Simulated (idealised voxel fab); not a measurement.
The name of this process module is voxel capacitor over wiring.
The figure presents cross-section cut, which has a width of 255 nm and is divided into square cells with an edge length of 5 nm.
Bands, listed from the top down, are how a cross-section gets written in this document; the cross-section itself is a grid of square cells, and a band is one or more rows of them. For a band, the entry starts with two heights in nm, that of the top and then that of the bottom, and carries on with the band's materials in order from left to right, each alongside its width in nm; the word "all across" beside a single material means it fills the band edge to edge, and "blank" means empty space. For the purposes of this specification, 0 denotes the height below which the wafer in its as-received condition is composed wholly of one material, and the lowermost band, lacking a lower limit, extends downward without end, as expressed in "from 0 down". Note: "30->40" means the width goes from the first number (top row of the band) to the second number (bottom row) in equal steps per row of cells. Reading "no alteration" for a step: not a cell of the cross-section changed in it. Each empty space that has no open way to the top and spans at least 8 cells appears under "Sealed cavities" as width x height at distance, the distance counted from the left edge, all in nm. Note: text after step settings on the step line = simulator remark on that step. Among the settings permitted on a step's line is "overlay nm"; applied to a step with a mask, it specifies the extent to which the mask lay to the right of its planned position, whereas a negative figure signifies a position to the left. Each of the pairs that make up the rest of this document says: here is the cross-section before one process step, here is the cross-section after it, drawn only down to the lowest band that changed, and here, under the pair, is the step lying between them with its settings. Different pairs may come from different runs of this module on the same starting wafer, so a pair continues from the pair above it only where its entry headed "Pre-step profile" says so.
# Pre-step profile
    from 0 down = Si all across
    Sealed cavities: none
# Cross-Section Thereafter
    from 10 to 0 = SiO2 all across
    Nothing below the height 0 has changed.
    Sealed cavities: none
To go from the before cross-section above to the after cross-section, apply CONFORMAL_DEP, material SiO2, thk nm 10
Pre-step profile: cross-section not repeated; it is the one shown after the step in the pair just above.
# Cross-Section Thereafter
    from 15 to 10 = SiCN all across
    Nothing below the height 10 has changed.
    Sealed cavities: none
To go from the before cross-section above to the after cross-section, apply CONFORMAL_DEP, material SiCN, thk nm 5
Pre-step profile: cross-section not repeated; it is the one shown after the step in the pair just above.
# Cross-Section Thereafter
    from 35 to 15 = SiO2 all across
    Nothing below the height 15 has changed.
    Sealed cavities: none
To go from the before cross-section above to the after cross-section, apply DIRECTIONAL_DEP, material SiO2, thk nm 20
Pre-step profile: cross-section not repeated; it is the one shown after the step in the pair just above.
# Cross-Section Thereafter
    from 55 to 35 = resist 65 | blank 30 | resist 65 | blank 30 | resist 65
    Nothing below the height 35 has changed.
    Sealed cavities: none
To go from the before cross-section above to the after cross-section, apply PATTERN, tone open, mask id METAL_1, material resist, width nm 30, pitch nm 95, thk nm 20, overlay nm 0
Pre-step profile: cross-section not repeated; it is the one shown after the step in the pair just above.
# Cross-Section Thereafter
    from 55 to 35 = resist 65 | blank 30 | resist 65 | blank 30 | resist 65
    from 35 to 15 = SiO2 65 | blank 30 | SiO2 65 | blank 30 | SiO2 65
    Nothing below the height 15 has changed.
    Sealed cavities: none
To go from the before cross-section above to the after cross-section, apply DIRECTIONAL_ETCH, etch materials SiO2, depth nm 20
Pre-step profile: cross-section not repeated; it is the one shown after the step in the pair just above.
# Cross-Section Thereafter
    from 55 to 35 = resist 65 | blank 30 | resist 65 | blank 30 | resist 65
    from 35 to 15 = SiO2 65 | blank 30 | SiO2 65 | blank 30 | SiO2 65
    from 15 to 10 = SiCN 65 | blank 30 | SiCN 65 | blank 30 | SiCN 65
    Nothing below the height 10 has changed.
    Sealed cavities: none
To go from the before cross-section above to the after cross-section, apply DIRECTIONAL_ETCH, etch materials SiCN, depth nm 5
Pre-step profile: cross-section not repeated; it is the one shown after the step in the pair just above.
# Cross-Section Thereafter
    from 35 to 15 = SiO2 65 | blank 30 | SiO2 65 | blank 30 | SiO2 65
    Nothing below the height 15 has changed.
    Sealed cavities: none
To go from the before cross-section above to the after cross-section, apply STRIP, etch materials resist
Pre-step profile: cross-section not repeated; it is the one shown after the step in the pair just above.
# Cross-Section Thereafter
    from 40 to 35 = TiN 70 | blank 20 | TiN 75 | blank 20 | TiN 70
    from 35 to 15 = SiO2 65 | TiN 5 | blank 20 | TiN 5 | SiO2 65 | TiN 5 | blank 20 | TiN 5 | SiO2 65
    from 15 to 10 = SiCN 65 | TiN 30 | SiCN 65 | TiN 30 | SiCN 65
    Nothing below the height 10 has changed.
    Sealed cavities: none
To go from the before cross-section above to the after cross-section, apply CONFORMAL_DEP, material TiN, thk nm 5
Pre-step profile: cross-section not repeated; it is the one shown after the step in the pair just above.
# Cross-Section Thereafter
    from 45 to 40 = Ru all across
    from 40 to 35 = TiN 70 | Ru 20 | TiN 75 | Ru 20 | TiN 70
    from 35 to 15 = SiO2 65 | TiN 5 | Ru 20 | TiN 5 | SiO2 65 | TiN 5 | Ru 20 | TiN 5 | SiO2 65
    Nothing below the height 15 has changed.
    Sealed cavities: none
To go from the before cross-section above to the after cross-section, apply FILL_DEP, material Ru, thk nm 5
Pre-step profile: cross-section not repeated; it is the one shown after the step in the pair just above.
# Cross-Section Thereafter
    from 35 to 15 = SiO2 65 | TiN 5 | Ru 20 | TiN 5 | SiO2 65 | TiN 5 | Ru 20 | TiN 5 | SiO2 65
    Nothing below the height 15 has changed.
    Sealed cavities: none
To go from the before cross-section above to the after cross-section, apply CMP, height nm 35
Pre-step profile: cross-section not repeated; it is the one shown after the step in the pair just above.
# Cross-Section Thereafter
    from 40 to 35 = SiCN all across
    Nothing below the height 35 has changed.
    Sealed cavities: none
To go from the before cross-section above to the after cross-section, apply CONFORMAL_DEP, material SiCN, thk nm 5
Pre-step profile: cross-section not repeated; it is the one shown after the step in the pair just above.
# Cross-Section Thereafter
    from 55 to 40 = SiO2 all across
    Nothing below the height 40 has changed.
    Sealed cavities: none
To go from the before cross-section above to the after cross-section, apply DIRECTIONAL_DEP, material SiO2, thk nm 15
Pre-step profile: cross-section not repeated; it is the one shown after the step in the pair just above.
# Cross-Section Thereafter
    from 75 to 55 = resist 80 | blank 15 | resist 160
    Nothing below the height 55 has changed.
    Sealed cavities: none
To go from the before cross-section above to the after cross-section, apply PATTERN, tone open, mask id PLUG_1, material resist, width nm 15, thk nm 20, overlay nm 0
Pre-step profile: cross-section not repeated; it is the one shown after the step in the pair just above.
# Cross-Section Thereafter
    from 75 to 55 = resist 80 | blank 15 | resist 160
    from 55 to 40 = SiO2 80 | blank 15 | SiO2 160
    Nothing below the height 40 has changed.
    Sealed cavities: none
To go from the before cross-section above to the after cross-section, apply DIRECTIONAL_ETCH, etch materials SiO2, depth nm 15
Pre-step profile: cross-section not repeated; it is the one shown after the step in the pair just above.
# Cross-Section Thereafter
    from 75 to 55 = resist 80 | blank 15 | resist 160
    from 55 to 40 = SiO2 80 | blank 15 | SiO2 160
    from 40 to 35 = SiCN 80 | blank 15 | SiCN 160
    Nothing below the height 35 has changed.
    Sealed cavities: none
To go from the before cross-section above to the after cross-section, apply DIRECTIONAL_ETCH, etch materials SiCN, depth nm 5
Pre-step profile: cross-section not repeated; it is the one shown after the step in the pair just above.
# Cross-Section Thereafter
    from 55 to 40 = SiO2 80 | blank 15 | SiO2 160
    Nothing below the height 40 has changed.
    Sealed cavities: none
To go from the before cross-section above to the after cross-section, apply STRIP, etch materials resist
Pre-step profile: cross-section not repeated; it is the one shown after the step in the pair just above.
# Cross-Section Thereafter
    from 55 to 45 = SiO2 80 | blank 15 | SiO2 160
    from 45 to 40 = SiO2 80 | Ru 15 | SiO2 160
    from 40 to 35 = SiCN 80 | Ru 15 | SiCN 160
    Nothing below the height 35 has changed.
    Sealed cavities: none
To go from the before cross-section above to the after cross-section, apply EPI, material Ru, thk nm 10
Pre-step profile: cross-section not repeated; it is the one shown after the step in the pair just above.
# Cross-Section Thereafter
    from 55 to 40 = SiO2 80 | Ru 15 | SiO2 160
    Nothing below the height 40 has changed.
    Sealed cavities: none
To go from the before cross-section above to the after cross-section, apply EPI, material Ru, thk nm 10
Pre-step profile: cross-section not repeated; it is the one shown after the step in the pair just above.
# Cross-Section Thereafter
    from 65 to 55 = TiN all across
    Nothing below the height 55 has changed.
    Sealed cavities: none
To go from the before cross-section above to the after cross-section, apply DIRECTIONAL_DEP, material TiN, thk nm 10
Pre-step profile: cross-section not repeated; it is the one shown after the step in the pair just above.
# Cross-Section Thereafter
    from 70 to 65 = HfO2 all across
    Nothing below the height 65 has changed.
    Sealed cavities: none
To go from the before cross-section above to the after cross-section, apply DIRECTIONAL_DEP, material HfO2, thk nm 5
Pre-step profile: cross-section not repeated; it is the one shown after the step in the pair just above.
# Cross-Section Thereafter
    from 80 to 70 = TiN all across
    Nothing below the height 70 has changed.
    Sealed cavities: none
To go from the before cross-section above to the after cross-section, apply DIRECTIONAL_DEP, material TiN, thk nm 10
Pre-step profile: cross-section not repeated; it is the one shown after the step in the pair just above.
# Cross-Section Thereafter
    from 80 to 70 = blank 80 | TiN 70 | blank 105
    Nothing below the height 70 has changed.
    Sealed cavities: none
To go from the before cross-section above to the after cross-section, apply MASKED_ETCH, tone cover, mask id UPPER_PLATE, width nm 70, etch materials TiN, depth nm 10, overlay nm 0
Pre-step profile: cross-section not repeated; it is the one shown after the step in the pair just above.
# Cross-Section Thereafter
    from 80 to 70 = blank 80 | TiN 70 | blank 105
    from 70 to 65 = blank 80 | HfO2 70 | blank 105
    Nothing below the height 65 has changed.
    Sealed cavities: none
To go from the before cross-section above to the after cross-section, apply MASKED_ETCH, tone cover, mask id UPPER_PLATE, width nm 70, etch materials HfO2, depth nm 5, overlay nm 0
Pre-step profile: cross-section not repeated; it is the one shown after the step in the pair just above.
# Cross-Section Thereafter
    from 95 to 80 = blank 80 | aC 70 | blank 105
    from 80 to 70 = aC 80 | TiN 70 | aC 105
    from 70 to 65 = aC 80 | HfO2 70 | aC 105
    Nothing below the height 65 has changed.
    Sealed cavities: none
To go from the before cross-section above to the after cross-section, apply DIRECTIONAL_DEP, material aC, thk nm 15
Pre-step profile: cross-section not repeated; it is the one shown after the step in the pair just above.
# Cross-Section Thereafter
    from 130 to 95 = blank 75 | resist 80 | blank 100
    from 95 to 80 = blank 75 | resist 5 | aC 70 | resist 5 | blank 100
    Nothing below the height 80 has changed.
    Sealed cavities: none
To go from the before cross-section above to the after cross-section, apply PATTERN, tone cover, mask id LOWER_PLATE, material resist, width nm 80, thk nm 35, overlay nm 0
Pre-step profile: cross-section not repeated; it is the one shown after the step in the pair just above.
# Cross-Section Thereafter
    from 115 to 95 = blank 75 | resist 80 | blank 100
    from 95 to 80 = blank 75 | resist 5 | aC 70 | resist 5 | blank 100
    from 80 to 70 = blank 75 | aC 5 | TiN 70 | aC 5 | blank 100
    from 70 to 65 = blank 75 | aC 5 | HfO2 70 | aC 5 | blank 100
    Nothing below the height 65 has changed.
    Sealed cavities: none
To go from the before cross-section above to the after cross-section, apply DIRECTIONAL_ETCH, etch materials aC, depth nm 15
Pre-step profile: cross-section not repeated; it is the one shown after the step in the pair just above.
# Cross-Section Thereafter
    from 95 to 80 = blank 80 | aC 70 | blank 105
    Nothing below the height 80 has changed.
    Sealed cavities: none
To go from the before cross-section above to the after cross-section, apply STRIP, etch materials resist
Pre-step profile: cross-section not repeated; it is the one shown after the step in the pair just above.
# Cross-Section Thereafter
    from 95 to 80 = blank 80 | aC 70 | blank 105
    from 80 to 70 = blank 75 | aC 5 | TiN 70 | aC 5 | blank 100
    from 70 to 65 = blank 75 | aC 5 | HfO2 70 | aC 5 | blank 100
    from 65 to 55 = blank 75 | TiN 80 | blank 100
    Nothing below the height 55 has changed.
    Sealed cavities: none
To go from the before cross-section above to the after cross-section, apply DIRECTIONAL_ETCH, etch materials TiN, depth nm 10
Pre-step profile: cross-section not repeated; it is the one shown after the step in the pair just above.
# Cross-Section Thereafter
    from 80 to 70 = blank 80 | TiN 70 | blank 105
    from 70 to 65 = blank 80 | HfO2 70 | blank 105
    Nothing below the height 65 has changed.
    Sealed cavities: none
To go from the before cross-section above to the after cross-section, apply STRIP, etch materials aC
Pre-step profile: cross-section not repeated; it is the one shown after the step in the pair just above.
# Cross-Section Thereafter
    from 95 to 80 = SiO2 all across
    from 80 to 70 = SiO2 80 | TiN 70 | SiO2 105
    from 70 to 65 = SiO2 80 | HfO2 70 | SiO2 105
    from 65 to 55 = SiO2 75 | TiN 80 | SiO2 100
    Nothing below the height 55 has changed.
    Sealed cavities: none
To go from the before cross-section above to the after cross-section, apply FILL_DEP, material SiO2, thk nm 15
Pre-step profile: cross-section not repeated; it is the one shown after the step in the pair just above.
# Cross-Section Thereafter
    from 90 to 80 = SiO2 all across
    Nothing below the height 80 has changed.
    Sealed cavities: none
To go from the before cross-section above to the after cross-section, apply CMP, height nm 90
Pre-step profile: cross-section not repeated; it is the one shown after the step in the pair just above.
# Cross-Section Thereafter
    from 105 to 90 = aC all across
    Nothing below the height 90 has changed.
    Sealed cavities: none
To go from the before cross-section above to the after cross-section, apply DIRECTIONAL_DEP, material aC, thk nm 15
Pre-step profile: cross-section not repeated; it is the one shown after the step in the pair just above.
# Cross-Section Thereafter
    from 135 to 105 = resist 90 | blank 15 | resist 150
    Nothing below the height 105 has changed.
    Sealed cavities: none
To go from the before cross-section above to the after cross-section, apply PATTERN, tone open, mask id PLUG_2, material resist, width nm 15, thk nm 30, overlay nm 0
Pre-step profile: cross-section not repeated; it is the one shown after the step in the pair just above.
# Cross-Section Thereafter
    from 120 to 105 = resist 90 | blank 15 | resist 150
    from 105 to 90 = aC 90 | blank 15 | aC 150
    Nothing below the height 90 has changed.
    Sealed cavities: none
To go from the before cross-section above to the after cross-section, apply DIRECTIONAL_ETCH, etch materials aC, depth nm 15
Pre-step profile: cross-section not repeated; it is the one shown after the step in the pair just above.
# Cross-Section Thereafter
    from 105 to 90 = aC 90 | blank 15 | aC 150
    Nothing below the height 90 has changed.
    Sealed cavities: none
To go from the before cross-section above to the after cross-section, apply STRIP, etch materials resist
Pre-step profile: cross-section not repeated; it is the one shown after the step in the pair just above.
# Cross-Section Thereafter
    from 105 to 90 = aC 90 | blank 15 | aC 150
    from 90 to 80 = SiO2 90 | blank 15 | SiO2 150
    Nothing below the height 80 has changed.
    Sealed cavities: none
To go from the before cross-section above to the after cross-section, apply DIRECTIONAL_ETCH, etch materials SiO2, depth nm 10
Pre-step profile: cross-section not repeated; it is the one shown after the step in the pair just above.
# Cross-Section Thereafter
    from 90 to 80 = SiO2 90 | blank 15 | SiO2 150
    Nothing below the height 80 has changed.
    Sealed cavities: none
To go from the before cross-section above to the after cross-section, apply STRIP, etch materials aC
Pre-step profile: cross-section not repeated; it is the one shown after the step in the pair just above.
# Cross-Section Thereafter
    from 95 to 90 = TiN 95 | blank 5 | TiN 155
    from 90 to 85 = SiO2 90 | TiN 5 | blank 5 | TiN 5 | SiO2 150
    from 85 to 80 = SiO2 90 | TiN 15 | SiO2 150
    Nothing below the height 80 has changed.
    Sealed cavities: none
To go from the before cross-section above to the after cross-section, apply CONFORMAL_DEP, material TiN, thk nm 5
Pre-step profile: cross-section not repeated; it is the one shown after the step in the pair just above.
# Cross-Section Thereafter
    from 105 to 95 = W all across
    from 95 to 90 = TiN 95 | W 5 | TiN 155
    from 90 to 85 = SiO2 90 | TiN 5 | W 5 | TiN 5 | SiO2 150
    Nothing below the height 85 has changed.
    Sealed cavities: none
To go from the before cross-section above to the after cross-section, apply FILL_DEP, material W, thk nm 10
Pre-step profile: cross-section not repeated; it is the one shown after the step in the pair just above.
# Cross-Section Thereafter
    from 90 to 85 = SiO2 90 | TiN 5 | W 5 | TiN 5 | SiO2 150
    Nothing below the height 85 has changed.
    Sealed cavities: none
To go from the before cross-section above to the after cross-section, apply CMP, height nm 90
Pre-step profile: cross-section not repeated; it is the one shown after the step in the pair just above.
# Cross-Section Thereafter
    from 95 to 90 = SiN all across
    Nothing below the height 90 has changed.
    Sealed cavities: none
To go from the before cross-section above to the after cross-section, apply CONFORMAL_DEP, material SiN, thk nm 5
# Pre-step profile
    from 105 to 95 = W all across
    from 95 to 90 = TiN 95 | W 5 | TiN 155
    from 90 to 85 = SiO2 90 | TiN 5 | W 5 | TiN 5 | SiO2 150
    from 85 to 80 = SiO2 90 | TiN 15 | SiO2 150
    from 80 to 70 = SiO2 80 | TiN 70 | SiO2 105
    from 70 to 65 = SiO2 80 | HfO2 70 | SiO2 105
    from 65 to 55 = SiO2 75 | TiN 80 | SiO2 100
    from 55 to 40 = SiO2 80 | Ru 15 | SiO2 160
    from 40 to 35 = SiCN 80 | Ru 15 | SiCN 160
    from 35 to 15 = SiO2 65 | TiN 5 | Ru 20 | TiN 5 | SiO2 65 | TiN 5 | Ru 20 | TiN 5 | SiO2 65
    from 15 to 10 = SiCN 65 | TiN 30 | SiCN 65 | TiN 30 | SiCN 65
    from 10 to 0 = SiO2 all across
    from 0 down = Si all across
    Sealed cavities: none
# Cross-Section Thereafter
    from 110 to 105 = SiN all across
    Nothing below the height 105 has changed.
    Sealed cavities: none
To go from the before cross-section above to the after cross-section, apply CONFORMAL_DEP, material SiN, thk nm 5
# Pre-step profile
    from 55 to 40 = SiO2 80 | Ru 15 | SiO2 160
    from 40 to 35 = SiCN 80 | Ru 15 | SiCN 160
    from 35 to 15 = SiO2 65 | TiN 5 | Ru 20 | TiN 5 | SiO2 65 | TiN 5 | Ru 20 | TiN 5 | SiO2 65
    from 15 to 10 = SiCN 65 | TiN 30 | SiCN 65 | TiN 30 | SiCN 65
    from 10 to 0 = SiO2 all across
    from 0 down = Si all across
    Sealed cavities: none
# Cross-Section Thereafter
    from 65 to 55 = blank 70 | Ru 35 | blank 150
    Nothing below the height 55 has changed.
    Sealed cavities: none
To go from the before cross-section above to the after cross-section, apply EPI, material Ru, thk nm 10
Pre-step profile: cross-section not repeated; it is the one shown after the step in the pair just above.
# Cross-Section Thereafter
    from 75 to 65 = blank 70 | TiN 35 | blank 150
    from 65 to 55 = TiN 70 | Ru 35 | TiN 150
    Nothing below the height 55 has changed.
    Sealed cavities: none
To go from the before cross-section above to the after cross-section, apply DIRECTIONAL_DEP, material TiN, thk nm 10
Pre-step profile: cross-section not repeated; it is the one shown after the step in the pair just above.
# Cross-Section Thereafter
    from 80 to 75 = blank 70 | HfO2 35 | blank 150
    from 75 to 70 = blank 70 | TiN 35 | blank 150
    from 70 to 65 = HfO2 70 | TiN 35 | HfO2 150
    Nothing below the height 65 has changed.
    Sealed cavities: none
To go from the before cross-section above to the after cross-section, apply DIRECTIONAL_DEP, material HfO2, thk nm 5
Pre-step profile: cross-section not repeated; it is the one shown after the step in the pair just above.
# Cross-Section Thereafter
    from 90 to 80 = blank 70 | TiN 35 | blank 150
    from 80 to 75 = TiN 70 | HfO2 35 | TiN 150
    from 75 to 70 = TiN all across
    Nothing below the height 70 has changed.
    Sealed cavities: none
To go from the before cross-section above to the after cross-section, apply DIRECTIONAL_DEP, material TiN, thk nm 10
Pre-step profile: cross-section not repeated; it is the one shown after the step in the pair just above.
# Cross-Section Thereafter
    from 90 to 80 = blank 80 | TiN 25 | blank 150
    from 80 to 75 = blank 70 | HfO2 35 | TiN 45 | blank 105
    from 75 to 70 = blank 70 | TiN 80 | blank 105
    Nothing below the height 70 has changed.
    Sealed cavities: none
To go from the before cross-section above to the after cross-section, apply MASKED_ETCH, tone cover, mask id UPPER_PLATE, width nm 70, etch materials TiN, depth nm 10, overlay nm 0
Pre-step profile: cross-section not repeated; it is the one shown after the step in the pair just above.
# Cross-Section Thereafter
    from 90 to 80 = blank 80 | TiN 25 | blank 150
    from 80 to 75 = blank 80 | HfO2 25 | TiN 45 | blank 105
    from 75 to 70 = blank 70 | TiN 80 | blank 105
    from 70 to 65 = blank 70 | TiN 35 | HfO2 45 | blank 105
    Nothing below the height 65 has changed.
    Sealed cavities: none
To go from the before cross-section above to the after cross-section, apply MASKED_ETCH, tone cover, mask id UPPER_PLATE, width nm 70, etch materials HfO2, depth nm 5, overlay nm 0
Pre-step profile: cross-section not repeated; it is the one shown after the step in the pair just above.
# Cross-Section Thereafter
    from 105 to 95 = blank 80 | aC 25 | blank 150
    from 95 to 90 = blank 80 | aC 70 | blank 105
    from 90 to 80 = blank 70 | aC 10 | TiN 25 | aC 45 | blank 105
    from 80 to 75 = aC 80 | HfO2 25 | TiN 45 | aC 105
    from 75 to 70 = aC 70 | TiN 80 | aC 105
    from 70 to 65 = aC 70 | TiN 35 | HfO2 45 | aC 105
    Nothing below the height 65 has changed.
    Sealed cavities: none
To go from the before cross-section above to the after cross-section, apply DIRECTIONAL_DEP, material aC, thk nm 15
Pre-step profile: cross-section not repeated; it is the one shown after the step in the pair just above.
# Cross-Section Thereafter
    from 140 to 105 = blank 75 | resist 80 | blank 100
    from 105 to 95 = blank 75 | resist 5 | aC 25 | resist 50 | blank 100
    from 95 to 90 = blank 75 | resist 5 | aC 70 | resist 5 | blank 100
    from 90 to 80 = blank 70 | aC 10 | TiN 25 | aC 45 | resist 5 | blank 100
    Nothing below the height 80 has changed.
    Sealed cavities: none
To go from the before cross-section above to the after cross-section, apply PATTERN, tone cover, mask id LOWER_PLATE, material resist, width nm 80, thk nm 35, overlay nm 0
Pre-step profile: cross-section not repeated; it is the one shown after the step in the pair just above.
# Cross-Section Thereafter
    from 125 to 105 = blank 75 | resist 80 | blank 100
    from 105 to 95 = blank 75 | resist 5 | aC 25 | resist 50 | blank 100
    from 95 to 90 = blank 75 | resist 5 | aC 70 | resist 5 | blank 100
    from 90 to 80 = blank 75 | aC 5 | TiN 25 | aC 45 | resist 5 | blank 100
    from 80 to 75 = blank 75 | aC 5 | HfO2 25 | TiN 45 | aC 5 | blank 100
    from 75 to 70 = blank 70 | TiN 80 | aC 5 | blank 100
    from 70 to 65 = blank 70 | TiN 35 | HfO2 45 | aC 5 | blank 100
    Nothing below the height 65 has changed.
    Sealed cavities: none
To go from the before cross-section above to the after cross-section, apply DIRECTIONAL_ETCH, etch materials aC, depth nm 15
Pre-step profile: cross-section not repeated; it is the one shown after the step in the pair just above.
# Cross-Section Thereafter
    from 105 to 95 = blank 80 | aC 25 | blank 150
    from 95 to 90 = blank 80 | aC 70 | blank 105
    from 90 to 80 = blank 75 | aC 5 | TiN 25 | aC 45 | blank 105
    Nothing below the height 80 has changed.
    Sealed cavities: none
To go from the before cross-section above to the after cross-section, apply STRIP, etch materials resist
Pre-step profile: cross-section not repeated; it is the one shown after the step in the pair just above.
# Cross-Section Thereafter
    from 105 to 95 = blank 80 | aC 25 | blank 150
    from 95 to 90 = blank 80 | aC 70 | blank 105
    from 90 to 80 = blank 75 | aC 5 | TiN 25 | aC 45 | blank 105
    from 80 to 75 = blank 75 | aC 5 | HfO2 25 | TiN 45 | aC 5 | blank 100
    from 75 to 70 = blank 75 | TiN 75 | aC 5 | blank 100
    from 70 to 65 = blank 75 | TiN 30 | HfO2 45 | aC 5 | blank 100
    from 65 to 55 = blank 70 | Ru 35 | TiN 50 | blank 100
    Nothing below the height 55 has changed.
    Sealed cavities: none
To go from the before cross-section above to the after cross-section, apply DIRECTIONAL_ETCH, etch materials TiN, depth nm 10
Pre-step profile: cross-section not repeated; it is the one shown after the step in the pair just above.
# Cross-Section Thereafter
    from 90 to 80 = blank 80 | TiN 25 | blank 150
    from 80 to 75 = blank 80 | HfO2 25 | TiN 45 | blank 105
    from 75 to 70 = blank 75 | TiN 75 | blank 105
    from 70 to 65 = blank 75 | TiN 30 | HfO2 45 | blank 105
    Nothing below the height 65 has changed.
    Sealed cavities: none
To go from the before cross-section above to the after cross-section, apply STRIP, etch materials aC
Pre-step profile: cross-section not repeated; it is the one shown after the step in the pair just above.
# Cross-Section Thereafter
    from 105 to 90 = SiO2 all across
    from 90 to 80 = SiO2 80 | TiN 25 | SiO2 150
    from 80 to 75 = SiO2 80 | HfO2 25 | TiN 45 | SiO2 105
    from 75 to 70 = SiO2 75 | TiN 75 | SiO2 105
    from 70 to 65 = SiO2 75 | TiN 30 | HfO2 45 | SiO2 105
    from 65 to 55 = SiO2 70 | Ru 35 | TiN 50 | SiO2 100
    Nothing below the height 55 has changed.
    Sealed cavities: none
To go from the before cross-section above to the after cross-section, apply FILL_DEP, material SiO2, thk nm 15
Pre-step profile: cross-section not repeated; it is the one shown after the step in the pair just above.
# Cross-Section Thereafter
    from 90 to 80 = SiO2 80 | TiN 25 | SiO2 150
    Nothing below the height 80 has changed.
    Sealed cavities: none
To go from the before cross-section above to the after cross-section, apply CMP, height nm 90
Pre-step profile: cross-section not repeated; it is the one shown after the step in the pair just above.
# Cross-Section Thereafter
    from 105 to 90 = aC all across
    Nothing below the height 90 has changed.
    Sealed cavities: none
To go from the before cross-section above to the after cross-section, apply DIRECTIONAL_DEP, material aC, thk nm 15
Pre-step profile: cross-section not repeated; it is the one shown after the step in the pair just above.
# Cross-Section Thereafter
    from 135 to 105 = resist 90 | blank 15 | resist 150
    Nothing below the height 105 has changed.
    Sealed cavities: none
To go from the before cross-section above to the after cross-section, apply PATTERN, tone open, mask id PLUG_2, material resist, width nm 15, thk nm 30, overlay nm 0
Pre-step profile: cross-section not repeated; it is the one shown after the step in the pair just above.
# Cross-Section Thereafter
    from 120 to 105 = resist 90 | blank 15 | resist 150
    from 105 to 90 = aC 90 | blank 15 | aC 150
    Nothing below the height 90 has changed.
    Sealed cavities: none
To go from the before cross-section above to the after cross-section, apply DIRECTIONAL_ETCH, etch materials aC, depth nm 15
Pre-step profile: cross-section not repeated; it is the one shown after the step in the pair just above.
# Cross-Section Thereafter
    from 105 to 90 = aC 90 | blank 15 | aC 150
    Nothing below the height 90 has changed.
    Sealed cavities: none
To go from the before cross-section above to the after cross-section, apply STRIP, etch materials resist
Pre-step profile: cross-section not repeated; it is the one shown after the step in the pair just above.
# Cross-Section Thereafter
    from 90 to 80 = SiO2 80 | TiN 25 | SiO2 150
    Nothing below the height 80 has changed.
    Sealed cavities: none
To go from the before cross-section above to the after cross-section, apply STRIP, etch materials aC
Pre-step profile: cross-section not repeated; it is the one shown after the step in the pair just above.
# Cross-Section Thereafter
    from 95 to 90 = TiN all across
    Nothing below the height 90 has changed.
    Sealed cavities: none
To go from the before cross-section above to the after cross-section, apply CONFORMAL_DEP, material TiN, thk nm 5
Pre-step profile: cross-section not repeated; it is the one shown after the step in the pair just above.
# Cross-Section Thereafter
    from 105 to 95 = W all across
    Nothing below the height 95 has changed.
    Sealed cavities: none
To go from the before cross-section above to the after cross-section, apply FILL_DEP, material W, thk nm 10
Pre-step profile: cross-section not repeated; it is the one shown after the step in the pair just above.
# Cross-Section Thereafter
    from 90 to 80 = SiO2 80 | TiN 25 | SiO2 150
    Nothing below the height 80 has changed.
    Sealed cavities: none
To go from the before cross-section above to the after cross-section, apply CMP, height nm 90
Pre-step profile: cross-section not repeated; it is the one shown after the step in the pair just above.
# Cross-Section Thereafter
    from 95 to 90 = SiN all across
    Nothing below the height 90 has changed.
    Sealed cavities: none
To go from the before cross-section above to the after cross-section, apply CONFORMAL_DEP, material SiN, thk nm 5
# Pre-step profile
    from 35 to 15 = SiO2 65 | TiN 5 | Ru 20 | TiN 5 | SiO2 65 | TiN 5 | Ru 20 | TiN 5 | SiO2 65
    from 15 to 10 = SiCN 65 | TiN 30 | SiCN 65 | TiN 30 | SiCN 65
    from 10 to 0 = SiO2 all across
    from 0 down = Si all across
    Sealed cavities: none
# Cross-Section Thereafter
    from 50 to 35 = SiO2 all across
    Nothing below the height 35 has changed.
    Sealed cavities: none
To go from the before cross-section above to the after cross-section, apply DIRECTIONAL_DEP, material SiO2, thk nm 15
Pre-step profile: cross-section not repeated; it is the one shown after the step in the pair just above.
# Cross-Section Thereafter
    from 55 to 50 = SiCN all across
    Nothing below the height 50 has changed.
    Sealed cavities: none
To go from the before cross-section above to the after cross-section, apply CONFORMAL_DEP, material SiCN, thk nm 5
Pre-step profile: cross-section not repeated; it is the one shown after the step in the pair just above.
# Cross-Section Thereafter
    from 75 to 55 = resist 80 | blank 15 | resist 160
    Nothing below the height 55 has changed.
    Sealed cavities: none
To go from the before cross-section above to the after cross-section, apply PATTERN, tone open, mask id PLUG_1, material resist, width nm 15, thk nm 20, overlay nm 0
Pre-step profile: cross-section not repeated; it is the one shown after the step in the pair just above.
# Cross-Section Thereafter
    from 75 to 55 = resist 80 | blank 15 | resist 160
    from 55 to 50 = SiCN 80 | blank 15 | SiCN 160
    Nothing below the height 50 has changed.
    Sealed cavities: none
To go from the before cross-section above to the after cross-section, apply DIRECTIONAL_ETCH, etch materials SiCN, depth nm 5
Pre-step profile: cross-section not repeated; it is the one shown after the step in the pair just above.
# Cross-Section Thereafter
    from 55 to 50 = SiCN 80 | blank 15 | SiCN 160
    Nothing below the height 50 has changed.
    Sealed cavities: none
To go from the before cross-section above to the after cross-section, apply STRIP, etch materials resist
Pre-step profile: cross-section not repeated; it is the one shown after the step in the pair just above.
# Cross-Section Thereafter
    from 65 to 60 = TiN 80 | blank 15 | TiN 160
    from 60 to 55 = TiN all across
    from 55 to 50 = SiCN 80 | TiN 15 | SiCN 160
    Nothing below the height 50 has changed.
    Sealed cavities: none
To go from the before cross-section above to the after cross-section, apply DIRECTIONAL_DEP, material TiN, thk nm 10
Pre-step profile: cross-section not repeated; it is the one shown after the step in the pair just above.
# Cross-Section Thereafter
    from 70 to 65 = HfO2 80 | blank 15 | HfO2 160
    from 65 to 60 = TiN 80 | HfO2 15 | TiN 160
    Nothing below the height 60 has changed.
    Sealed cavities: none
To go from the before cross-section above to the after cross-section, apply DIRECTIONAL_DEP, material HfO2, thk nm 5
Pre-step profile: cross-section not repeated; it is the one shown after the step in the pair just above.
# Cross-Section Thereafter
    from 80 to 75 = TiN 80 | blank 15 | TiN 160
    from 75 to 70 = TiN all across
    from 70 to 65 = HfO2 80 | TiN 15 | HfO2 160
    Nothing below the height 65 has changed.
    Sealed cavities: none
To go from the before cross-section above to the after cross-section, apply DIRECTIONAL_DEP, material TiN, thk nm 10
Pre-step profile: cross-section not repeated; it is the one shown after the step in the pair just above.
# Cross-Section Thereafter
    from 80 to 70 = blank 95->80 | TiN 55->70 | blank 105
    Nothing below the height 70 has changed.
    Sealed cavities: none
To go from the before cross-section above to the after cross-section, apply MASKED_ETCH, tone cover, mask id UPPER_PLATE, width nm 70, etch materials TiN, depth nm 10, overlay nm 0
